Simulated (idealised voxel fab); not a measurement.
Process module, titled voxel double patterning
Section cut is 190 nm wide and gridded with 5 nm square cells.
A cross-section in this document is a grid of square cells, and it is written down as bands, the top band listed before the ones below it; a band is made up of one or more rows of cells. Per band: top height and bottom height in nm, followed by the left-to-right materials and their widths in nm; "edge to edge" marks a single material spanning edge to edge, "empty" marks empty space. Where do heights start? At 0: under that level the wafer as delivered is made of one material only. And the lowest band has no floor; it just carries on downward, as in "0 nm and below". A two-number width, for instance "30->40", indicates that the width is equal to the first number in the top row of the band and to the second number in the bottom row, and that it changes by a constant amount per row of cells. Reading "no change" for a step: not a cell of the cross-section changed in it. Reported under the label "Enclosed void list" are the empty spaces having no open way to the top and comprising 8 cells or more; the notation for each is width x height at distance, in which the distance is measured from the left edge and all three values are in nm. Note: text after step settings on the step line = simulator remark on that step. "overlay nm" answers the question of how far to the right of plan the mask lay on a step that has a mask, and when it is negative the answer is to the left.
This section lists the process steps that were planned
1. RECEIVE | material Si
2. CONFORMAL_DEP | material SiO2 | thk nm 5
3. DIRECTIONAL_DEP | material TiN | thk nm 10
4. DIRECTIONAL_DEP | material SiN | thk nm 5
5. PATTERN | tone open | mask id FIRST | material resist | width nm 15 | pitch nm 50 | thk nm 20 | overlay nm 0
6. DIRECTIONAL_ETCH | etch materials SiN | depth nm 5
7. STRIP | etch materials resist
8. DIRECTIONAL_DEP | material aC | thk nm 10
9. PATTERN | tone open | mask id SECOND | material resist | width nm 15 | thk nm 25 | overlay nm 0
10. DIRECTIONAL_ETCH | etch materials aC | depth nm 10
11. STRIP | etch materials resist
12. DIRECTIONAL_ETCH | etch materials SiN | depth nm 5
13. STRIP | etch materials aC
14. DIRECTIONAL_ETCH | etch materials TiN | depth nm 10
15. STRIP | etch materials SiN
Cross-section of the wafer upon arrival, representing the state reached after step 1
    0 nm and below: Si edge to edge
    Enclosed void list: none
Result of the module, cross-sectioned: start per above, plan per above, one error in how it was run
    15 nm to 10 nm: SiO2 edge to edge
    10 nm to 0 nm: TiN edge to edge
    0 nm and below: Si edge to edge
    Enclosed void list: none
What was done differently from what was planned? the intended sequence of steps 2 and 3 was reversed during processing, with each occupying the position of the other
